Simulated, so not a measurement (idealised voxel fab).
Title: Process Module voxel local oxidation
Cross-section cut: width 265 nm, square cells of 5 nm.
A cross-section is written here as square cells arranged in a grid, and it is given in bands from the top down, each band taking up one or more rows of cells. The entry gives the band's vertical extent as a top height and a bottom height in nm, then its horizontal make-up as materials from left to right, each with a width in nm. "blank" stands for empty space; a single material marked "full width" fills the band edge to edge. The level at which height equals 0 is the one under which the wafer, as it arrives, is entirely one material. No lower edge exists for the bottom band, which continues downward and is notated as in "top 0, no bottom". Graded width ("30 to 40"): value in top row of band = first number; value in bottom row = second number; row-to-row change constant. Where the words "all unchanged" appear for a step, the cross-section shows no cell changed by that step; every cell remained as before. Look at "Sealed void list" for the closed voids: empty spaces with no open path to the top, sized 8 cells or up. Each is width x height at distance, distance from the left edge, all nm. On a step's line, text after the settings is the simulator commenting on that step. The line of a step may include "overlay nm". On a step with a mask, this value is how far to the right of its planned place the mask lay. A negative value means the mask lay to the left.
Listed below are the process steps as planned:
| 1 | RECEIVE | material Si |
| 2 | OXIDIZE | depth nm 5 |
| 3 | CONFORMAL_DEP | material SiN | thk nm 10 |
| 4 | MASKED_ETCH | tone cover | mask id ACTIVE | width nm 130 | etch materials SiN | depth nm 10 | overlay nm -15 |
| 5 | SELECTIVE_ETCH | etch materials SiO2 | depth nm 5 |
| 6 | OXIDIZE | depth nm 15 |
| 7 | STRIP | etch materials SiN |
All wafers enter the flow in the same state. The overlay nm at step 4 differs from wafer to wafer, and the plan gives the value for the first wafer.
Cut through the first of several wafers as received, post step 1:
- top 0, no bottom | Si full width
- Sealed void list: none
Wafer cross-section (first of several) - module end, post step 7 (last step):
- top 0, bottom -5 | 55 blank  120 SiO2  90 blank
- top -5, bottom -20 | 70 SiO2  90 Si  105 SiO2
- top -20, no bottom | Si full width
- Sealed void list: none
The module's end: a cross-section of the last wafer:
- top 0, bottom -5 | 85 blank  120 SiO2  60 blank
- top -5, bottom -20 | 100 SiO2  90 Si  75 SiO2
- top -20, no bottom | Si full width
- Sealed void list: none
Per wafer (row), end of module: delta in cells per material since receipt, (+) for gained, (-) for lost; closed voids after that:
overlay nm -15, -158 Si, +129 SiO2, Sealed void list: none
overlay nm -10, -158 Si, +129 SiO2, Sealed void list: none
overlay nm -5, -158 Si, +129 SiO2, Sealed void list: none
overlay nm 0, -158 Si, +129 SiO2, Sealed void list: none
overlay nm 5, -158 Si, +129 SiO2, Sealed void list: none
overlay nm 10, -158 Si, +129 SiO2, Sealed void list: none
overlay nm 15, -158 Si, +129 SiO2, Sealed void list: none
